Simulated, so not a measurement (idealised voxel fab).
process module | voxel capacitor over wiring
cross-section cut | 265 nm wide | cells 5 nm
A cross-section is a grid of square cells, given in bands from the top down. A band is one or more rows of cells.
Each band's line starts with the height of the band's top and of its bottom, in nm. Then come its materials from left to right, each with its width in nm. One material with "throughout" fills the band from edge to edge. "air" is empty space.
Height 0 is the level under which the wafer as received is all one material. The lowest band goes on downwards, as in "0 down".
A width such as "30 to 40" changes by the same amount from each row of cells to the next, from the band's top row to its bottom row.
"no change" after a step means that no cell of the cross-section changed.
closed voids: empty space of 8 cells or more with no open way to the top, each as width x height at its distance from the left edge, in nm
after a step's settings: what the simulator itself notes on the step
overlay nm, on a step with a mask: how far to the right of its planned place the mask lay; to the left if negative
plan
1 op RECEIVE | material Si
2 op CONFORMAL_DEP | material SiO2 | thk nm 15
3 op CONFORMAL_DEP | material SiCN | thk nm 5
4 op DIRECTIONAL_DEP | material SiO2 | thk nm 15
5 op MASKED_ETCH | tone open | mask id METAL_1 | width nm 25 | pitch nm 85 | etch materials SiO2 | depth nm 15 | overlay nm 0
6 op MASKED_ETCH | tone open | mask id METAL_1 | width nm 25 | pitch nm 85 | etch materials SiCN | depth nm 5 | overlay nm 0
7 op CONFORMAL_DEP | material TiN | thk nm 5
8 op FILL_DEP | material Ru | thk nm 10
9 op CMP | height nm 35
10 op EPI | material Ru | thk nm 5
11 op FILL_DEP | material SiCN | thk nm 5
12 op DIRECTIONAL_DEP | material SiO2 | thk nm 10
13 op PATTERN | tone open | mask id PLUG_1 | material resist | width nm 15 | thk nm 20 | overlay nm 0
14 op DIRECTIONAL_ETCH | etch materials SiO2 | depth nm 10
15 op DIRECTIONAL_ETCH | etch materials SiCN | depth nm 5
16 op STRIP | etch materials resist
17 op CONFORMAL_DEP | material TiN | thk nm 5
18 op FILL_DEP | material Ru | thk nm 5
19 op CMP | height nm 55
20 op DIRECTIONAL_DEP | material TiN | thk nm 10
21 op DIRECTIONAL_DEP | material SiN | thk nm 5
22 op DIRECTIONAL_DEP | material TiN | thk nm 10
23 op DIRECTIONAL_DEP | material aC | thk nm 15
24 op PATTERN | tone cover | mask id UPPER_PLATE | material resist | width nm 65 | thk nm 30 | overlay nm 0
25 op DIRECTIONAL_ETCH | etch materials aC | depth nm 15
26 op STRIP | etch materials resist
27 op DIRECTIONAL_ETCH | etch materials TiN | depth nm 10
28 op DIRECTIONAL_ETCH | etch materials SiN | depth nm 5
29 op STRIP | etch materials aC
30 op DIRECTIONAL_DEP | material aC | thk nm 10
31 op PATTERN | tone cover | mask id LOWER_PLATE | material resist | width nm 75 | thk nm 30 | overlay nm 0
32 op DIRECTIONAL_ETCH | etch materials aC | depth nm 10
33 op STRIP | etch materials resist
34 op DIRECTIONAL_ETCH | etch materials TiN | depth nm 10
35 op STRIP | etch materials aC
36 op FILL_DEP | material SiO2 | thk nm 15
37 op CMP | height nm 90
38 op MASKED_ETCH | tone open | mask id PLUG_2 | width nm 15 | etch materials SiO2 | depth nm 10 | overlay nm -15
39 op CONFORMAL_DEP | material TiN | thk nm 5
40 op FILL_DEP | material Ru | thk nm 10
41 op CMP | height nm 90
42 op CONFORMAL_DEP | material SiCN | thk nm 5
varied across the wafers: overlay nm of step 38. The plan shows the first wafer's value. All wafers start alike
first wafer as received, after step 1
  0 down: Si throughout
  closed voids: none
each wafer at the end: cells of each material gained (+) or lost (-) since it was received, then its closed voids
overlay nm -15 | +35 Ru | +185 SiCN | +13 SiN | +684 SiO2 | +90 TiN | closed voids: none
overlay nm -10 | +35 Ru | +185 SiCN | +13 SiN | +684 SiO2 | +90 TiN | closed voids: none
overlay nm -5 | +35 Ru | +185 SiCN | +13 SiN | +684 SiO2 | +90 TiN | closed voids: none
overlay nm 0 | +35 Ru | +185 SiCN | +13 SiN | +684 SiO2 | +90 TiN | closed voids: none
overlay nm 5 | +35 Ru | +185 SiCN | +13 SiN | +684 SiO2 | +90 TiN | closed voids: none
overlay nm 10 | +35 Ru | +185 SiCN | +13 SiN | +684 SiO2 | +90 TiN | closed voids: none
overlay nm 15 | +35 Ru | +185 SiCN | +13 SiN | +684 SiO2 | +90 TiN | closed voids: none
